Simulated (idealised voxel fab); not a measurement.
Process module, titled voxel double patterning
Each square cell in cross-section cut measures 5 nm, and the section as a whole is 220 nm wide.
Format of a cross-section: grid, square cells. Given as bands. Order: top down. Band: one or more rows of cells.
Read a band's entry like this: the first values are the height of its top and the height of its bottom in nm, and what follows is the sequence of materials from left to right, each with its width in nm. Note that "air" is empty space, and that a single material marked "throughout" reaches across the band from edge to edge.
Heights are reckoned from 0. Under this level, the received wafer is all of one material. The bottommost band is open-ended downward, for example "from 0 down".
The expression "30 to 40" gives the width at the extremes of the band, the first number at its top row of cells and the second at its bottom row, with the width changing by equal amounts from each row to the next in between.
Step marked "all unchanged"? Then no cell in the cross-section changed in it.
In "Encapsulated voids" the enclosed voids are listed, meaning empty spaces of 8 cells or larger without any opening to the top. The form is width x height at distance, distance from the left edge, units nm.
Read whatever lies past the settings on a step's line as the simulator's own remark about the step.
A step line may carry the setting "overlay nm", which, for steps involving a mask, states the distance by which the mask lay to the right of its intended position; negative values denote displacement to the left.

## The steps planned for the process are as follows
1 RECEIVE, material Si
2 CONFORMAL_DEP, material SiO2, thk nm 10
3 DIRECTIONAL_DEP, material TiN, thk nm 20
4 DIRECTIONAL_DEP, material SiN, thk nm 10
5 PATTERN, tone open, mask id FIRST, material resist, width nm 15, pitch nm 50, thk nm 15, overlay nm 0
6 DIRECTIONAL_ETCH, etch materials SiN, depth nm 10
7 STRIP, etch materials resist
8 DIRECTIONAL_DEP, material aC, thk nm 15
9 PATTERN, tone open, mask id SECOND, material resist, width nm 15, thk nm 35, overlay nm 0
10 DIRECTIONAL_ETCH, etch materials aC, depth nm 15
11 STRIP, etch materials resist
12 DIRECTIONAL_ETCH, etch materials SiN, depth nm 10
13 STRIP, etch materials aC
14 DIRECTIONAL_ETCH, etch materials TiN, depth nm 20
15 STRIP, etch materials SiN

## The cross-section here shows the wafer as received, i.e. in its state after step 1
	from 0 down | Si throughout
	Encapsulated voids: none

## The plan above was carried out on the starting structure above with one mistake, and this cross-section shows the wafer at the end of the module
	from 20 to 0 | 75 TiN  15 air  10 TiN  15 air  10 TiN  15 air  80 TiN
	from 0 down | Si throughout
	Encapsulated voids: none
Where did the run depart from the plan? step 2 of the plan never got run, it was skipped over
